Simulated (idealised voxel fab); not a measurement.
process module | voxel self aligned contacts
cross-section cut | 260 nm wide | cells 5 nm
A cross-section is a grid of square cells, given in bands from the top down. A band is one or more rows of cells.
Each band's line starts with the height of the band's top and of its bottom, in nm. Then come its materials from left to right, each with its width in nm. One material with "throughout" fills the band from edge to edge. "air" is empty space.
Height 0 is the level under which the wafer as received is all one material. The lowest band goes on downwards, as in "0 down".
A width such as "30 to 40" changes by the same amount from each row of cells to the next, from the band's top row to its bottom row.
"no change" after a step means that no cell of the cross-section changed.
closed voids: empty space of 8 cells or more with no open way to the top, each as width x height at its distance from the left edge, in nm
after a step's settings: what the simulator itself notes on the step
overlay nm, on a step with a mask: how far to the right of its planned place the mask lay; to the left if negative
plan
1 op RECEIVE | material Si
2 op OXIDIZE | depth nm 5
3 op DIRECTIONAL_DEP | material polySi | thk nm 30
4 op DIRECTIONAL_DEP | material SiN | thk nm 15
5 op DIRECTIONAL_DEP | material aC | thk nm 10
6 op PATTERN | tone cover | mask id GATE | material resist | width nm 30 | pitch nm 55 | thk nm 30 | overlay nm 0
7 op DIRECTIONAL_ETCH | etch materials aC | depth nm 10
8 op STRIP | etch materials resist
9 op DIRECTIONAL_ETCH | etch materials SiN | depth nm 15
10 op DIRECTIONAL_ETCH | etch materials polySi | depth nm 30
11 op STRIP | etch materials aC
12 op CONFORMAL_DEP | material SiN | thk nm 5
13 op DIRECTIONAL_ETCH | etch materials SiN | depth nm 5
14 op FILL_DEP | material SiO2 | thk nm 15
15 op CMP | height nm 50
16 op MASKED_ETCH | tone open | mask id CONTACT | width nm 35 | etch materials SiO2 | depth nm 55 | overlay nm 0
17 op CONFORMAL_DEP | material TiN | thk nm 5
18 op FILL_DEP | material Ru | thk nm 5
19 op CMP | height nm 50
20 op CONFORMAL_DEP | material SiN | thk nm 5
first wafer, as planned
as received, after step 1
  0 down: Si throughout
  closed voids: none
after step 2
  0 to -5: SiO2 throughout
  below -5: unchanged
after step 3
  30 to 0: polySi throughout
  below 0: unchanged
after step 4
  45 to 30: SiN throughout
  below 30: unchanged
after step 5
  55 to 45: aC throughout
  below 45: unchanged
after step 6
  85 to 55: air 85 | resist 30 | air 25 | resist 30 | air 90
  below 55: unchanged
after step 7
  75 to 55: air 85 | resist 30 | air 25 | resist 30 | air 90
  55 to 45: air 85 | aC 30 | air 25 | aC 30 | air 90
  below 45: unchanged
after step 8
  55 to 45: air 85 | aC 30 | air 25 | aC 30 | air 90
  below 45: unchanged
after step 9
  55 to 45: air 85 | aC 30 | air 25 | aC 30 | air 90
  45 to 30: air 85 | SiN 30 | air 25 | SiN 30 | air 90
  below 30: unchanged
after step 10
  55 to 45: air 85 | aC 30 | air 25 | aC 30 | air 90
  45 to 30: air 85 | SiN 30 | air 25 | SiN 30 | air 90
  30 to 0: air 85 | polySi 30 | air 25 | polySi 30 | air 90
  below 0: unchanged
after step 11
  45 to 30: air 85 | SiN 30 | air 25 | SiN 30 | air 90
  below 30: unchanged
after step 12
  50 to 30: air 80 | SiN 40 | air 15 | SiN 40 | air 85
  30 to 5: air 80 | SiN 5 | polySi 30 | SiN 5 | air 15 | SiN 5 | polySi 30 | SiN 5 | air 85
  5 to 0: SiN 85 | polySi 30 | SiN 25 | polySi 30 | SiN 90
  below 0: unchanged
after step 13
  45 to 30: air 80 | SiN 40 | air 15 | SiN 40 | air 85
  30 to 0: air 80 | SiN 5 | polySi 30 | SiN 5 | air 15 | SiN 5 | polySi 30 | SiN 5 | air 85
  below 0: unchanged
after step 14
  60 to 45: SiO2 throughout
  45 to 30: SiO2 80 | SiN 40 | SiO2 15 | SiN 40 | SiO2 85
  30 to 0: SiO2 80 | SiN 5 | polySi 30 | SiN 5 | SiO2 15 | SiN 5 | polySi 30 | SiN 5 | SiO2 85
  below 0: unchanged
after step 15
  50 to 45: SiO2 throughout
  below 45: unchanged
after step 16
  50 to 45: SiO2 110 | air 35 | SiO2 115
  45 to 30: SiO2 80 | SiN 40 | air 15 | SiN 40 | SiO2 85
  30 to 0: SiO2 80 | SiN 5 | polySi 30 | SiN 5 | air 15 | SiN 5 | polySi 30 | SiN 5 | SiO2 85
  0 to -5: SiO2 120 | air 15 | SiO2 125
  below -5: unchanged
after step 17
  55 to 50: TiN 115 | air 25 | TiN 120
  50 to 45: SiO2 110 | TiN 15 | air 5 | TiN 15 | SiO2 115
  45 to 30: SiO2 80 | SiN 40 | TiN 5 | air 5 | TiN 5 | SiN 40 | SiO2 85
  30 to 0: SiO2 80 | SiN 5 | polySi 30 | SiN 5 | TiN 5 | air 5 | TiN 5 | SiN 5 | polySi 30 | SiN 5 | SiO2 85
  0 to -5: SiO2 120 | TiN 15 | SiO2 125
  below -5: unchanged
after step 18
  60 to 55: Ru throughout
  55 to 50: TiN 115 | Ru 25 | TiN 120
  50 to 45: SiO2 110 | TiN 15 | Ru 5 | TiN 15 | SiO2 115
  45 to 30: SiO2 80 | SiN 40 | TiN 5 | Ru 5 | TiN 5 | SiN 40 | SiO2 85
  30 to 0: SiO2 80 | SiN 5 | polySi 30 | SiN 5 | TiN 5 | Ru 5 | TiN 5 | SiN 5 | polySi 30 | SiN 5 | SiO2 85
  below 0: unchanged
after step 19
  50 to 45: SiO2 110 | TiN 15 | Ru 5 | TiN 15 | SiO2 115
  below 45: unchanged
after step 20
  55 to 50: SiN throughout
  below 50: unchanged
second wafer: like start, like plan, one mistake. Through step 15 it matches the first wafer
when step 16 should have ended
  50 to 45: SiO2 105 | air 35 | SiO2 120
  45 to 30: SiO2 80 | SiN 40 | air 15 | SiN 40 | SiO2 85
  30 to 0: SiO2 80 | SiN 5 | polySi 30 | SiN 5 | air 15 | SiN 5 | polySi 30 | SiN 5 | SiO2 85
  0 to -5: SiO2 120 | air 15 | SiO2 125
  below -5: unchanged
when step 17 should have ended
  55 to 50: TiN 110 | air 25 | TiN 125
  50 to 45: SiO2 105 | TiN 20 | air 5 | TiN 10 | SiO2 120
  45 to 30: SiO2 80 | SiN 40 | TiN 5 | air 5 | TiN 5 | SiN 40 | SiO2 85
  30 to 0: SiO2 80 | SiN 5 | polySi 30 | SiN 5 | TiN 5 | air 5 | TiN 5 | SiN 5 | polySi 30 | SiN 5 | SiO2 85
  0 to -5: SiO2 120 | TiN 15 | SiO2 125
  below -5: unchanged
when step 18 should have ended
  60 to 55: Ru throughout
  55 to 50: TiN 110 | Ru 25 | TiN 125
  50 to 45: SiO2 105 | TiN 20 | Ru 5 | TiN 10 | SiO2 120
  45 to 30: SiO2 80 | SiN 40 | TiN 5 | Ru 5 | TiN 5 | SiN 40 | SiO2 85
  30 to 0: SiO2 80 | SiN 5 | polySi 30 | SiN 5 | TiN 5 | Ru 5 | TiN 5 | SiN 5 | polySi 30 | SiN 5 | SiO2 85
  below 0: unchanged
when step 19 should have ended
  50 to 45: SiO2 105 | TiN 20 | Ru 5 | TiN 10 | SiO2 120
  below 45: unchanged
when step 20 should have ended
  55 to 50: SiN throughout
  below 50: unchanged
what went wrong: step 16 ran as: op MASKED_ETCH | tone open | mask id CONTACT | width nm 35 | etch materials SiO2 | depth nm 55 | overlay nm -5
at the end the second wafer has, in cells: as many of each material as the first, in other places
